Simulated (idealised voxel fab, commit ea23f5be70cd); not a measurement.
Documented hereafter: the process module known as voxel trench capacitor.
We display cut, a cross-section 205 nm in width whose square cells are each 5 nm.
Bands, listed from the top down, are how a cross-section gets written in this document; the cross-section itself is a grid of square cells, and a band is one or more rows of them.
Basically the band line says how high the top is and how high the bottom is, in nm, and then what's in it from left to right, every material with its width in nm. Empty space shows up as "air", and if a single material carries "everywhere" it runs the full band edge to edge.
Height reference: 0 = level under which incoming wafer is all one material. Lowest band: no bottom, runs on downward, e.g. "0..down".
Top row gets the first number, bottom row gets the second, and each row in between changes by the same step: that is how a band width like "30..40" works.
No cell of the cross-section changed in a step that is given as "no modifications".
Enclosed voids (no open way to top), threshold 8 cells or more, entry "Closed void list", notation width x height at distance, distance from left edge, nm.
If you see something after the settings on a step's line, that's the simulator's own remark about that step.
overlay nm: how far to the right of its planned place the mask lay on this masked step (negative: to the left).

Process steps foreseen in the plan
1: op RECEIVE | material Si
2: op CONFORMAL_DEP | material SiN | thk nm 10
3: op MASKED_ETCH | tone open | mask id TRENCH | width nm 25 | pitch nm 40 | etch materials SiN | depth nm 10 | overlay nm 0
4: op MASKED_ETCH | tone open | mask id TRENCH | width nm 25 | pitch nm 40 | etch materials Si | depth nm 30 | overlay nm 0
5: op CONFORMAL_DEP | material SiO2 | thk nm 5
6: op FILL_DEP | material polySi | thk nm 5
7: op CMP | height nm 10

So, the first of our two wafers, run just as we planned it

Cross-section of the wafer as it came to us, i.e., already through step 1
* 0..down: Si everywhere
* Closed void list: none

Wafer after step 2 (cross-section)
* 10..0: SiN everywhere
* Below 0, the layers are the same as they were.

Wafer after step 3 (cross-section)
* 10..0: 70 nm SiN / 25 nm air / 15 nm SiN / 25 nm air / 70 nm SiN
* Below 0, the layers are the same as they were.

Wafer after step 4 (cross-section)
* 10..0: 70 nm SiN / 25 nm air / 15 nm SiN / 25 nm air / 70 nm SiN
* 0..-30: 70 nm Si / 25 nm air / 15 nm Si / 25 nm air / 70 nm Si
* Below -30, the layers are the same as they were.

Wafer after step 5 (cross-section)
* 15..10: 75 nm SiO2 / 15 nm air / 25 nm SiO2 / 15 nm air / 75 nm SiO2
* 10..0: 70 nm SiN / 5 nm SiO2 / 15 nm air / 5 nm SiO2 / 15 nm SiN / 5 nm SiO2 / 15 nm air / 5 nm SiO2 / 70 nm SiN
* 0..-25: 70 nm Si / 5 nm SiO2 / 15 nm air / 5 nm SiO2 / 15 nm Si / 5 nm SiO2 / 15 nm air / 5 nm SiO2 / 70 nm Si
* -25..-30: 70 nm Si / 25 nm SiO2 / 15 nm Si / 25 nm SiO2 / 70 nm Si
* Below -30, the layers are the same as they were.

Wafer after step 6 (cross-section)
* 20..15: polySi everywhere
* 15..10: 75 nm SiO2 / 15 nm polySi / 25 nm SiO2 / 15 nm polySi / 75 nm SiO2
* 10..0: 70 nm SiN / 5 nm SiO2 / 15 nm polySi / 5 nm SiO2 / 15 nm SiN / 5 nm SiO2 / 15 nm polySi / 5 nm SiO2 / 70 nm SiN
* 0..-25: 70 nm Si / 5 nm SiO2 / 15 nm polySi / 5 nm SiO2 / 15 nm Si / 5 nm SiO2 / 15 nm polySi / 5 nm SiO2 / 70 nm Si
* Below -25, the layers are the same as they were.

Wafer after step 7 (cross-section)
* 10..0: 70 nm SiN / 5 nm SiO2 / 15 nm polySi / 5 nm SiO2 / 15 nm SiN / 5 nm SiO2 / 15 nm polySi / 5 nm SiO2 / 70 nm SiN
* Below 0, the layers are the same as they were.

Regarding the second of the two wafers: it shared the first wafer's starting condition and process plan, yet one error occurred during its execution. Its history coincides with that of the first wafer up to and including step 3

When step 4 should have ended
* 10..0: 70 nm SiN / 25 nm air / 15 nm SiN / 25 nm air / 70 nm SiN
* 0..-40: 70 nm Si / 25 nm air / 15 nm Si / 25 nm air / 70 nm Si
* Below -40, the layers are the same as they were.

When step 5 should have ended
* 15..10: 75 nm SiO2 / 15 nm air / 25 nm SiO2 / 15 nm air / 75 nm SiO2
* 10..0: 70 nm SiN / 5 nm SiO2 / 15 nm air / 5 nm SiO2 / 15 nm SiN / 5 nm SiO2 / 15 nm air / 5 nm SiO2 / 70 nm SiN
* 0..-35: 70 nm Si / 5 nm SiO2 / 15 nm air / 5 nm SiO2 / 15 nm Si / 5 nm SiO2 / 15 nm air / 5 nm SiO2 / 70 nm Si
* -35..-40: 70 nm Si / 25 nm SiO2 / 15 nm Si / 25 nm SiO2 / 70 nm Si
* Below -40, the layers are the same as they were.

When step 6 should have ended
* 20..15: polySi everywhere
* 15..10: 75 nm SiO2 / 15 nm polySi / 25 nm SiO2 / 15 nm polySi / 75 nm SiO2
* 10..0: 70 nm SiN / 5 nm SiO2 / 15 nm polySi / 5 nm SiO2 / 15 nm SiN / 5 nm SiO2 / 15 nm polySi / 5 nm SiO2 / 70 nm SiN
* 0..-35: 70 nm Si / 5 nm SiO2 / 15 nm polySi / 5 nm SiO2 / 15 nm Si / 5 nm SiO2 / 15 nm polySi / 5 nm SiO2 / 70 nm Si
* Below -35, the layers are the same as they were.

When step 7 should have ended
* 10..0: 70 nm SiN / 5 nm SiO2 / 15 nm polySi / 5 nm SiO2 / 15 nm SiN / 5 nm SiO2 / 15 nm polySi / 5 nm SiO2 / 70 nm SiN
* Below 0, the layers are the same as they were.
Short version of what went wrong: the process deviated at step 4: the operation and settings actually run there were op MASKED_ETCH | tone open | mask id TRENCH | width nm 25 | pitch nm 40 | etch materials Si | depth nm 40 | overlay nm 0
Once processing is complete, comparing cell counts shows that the second wafer has more or fewer of certain materials than the first: Si: 20 fewer, SiO2: 8 more, polySi: 12 more
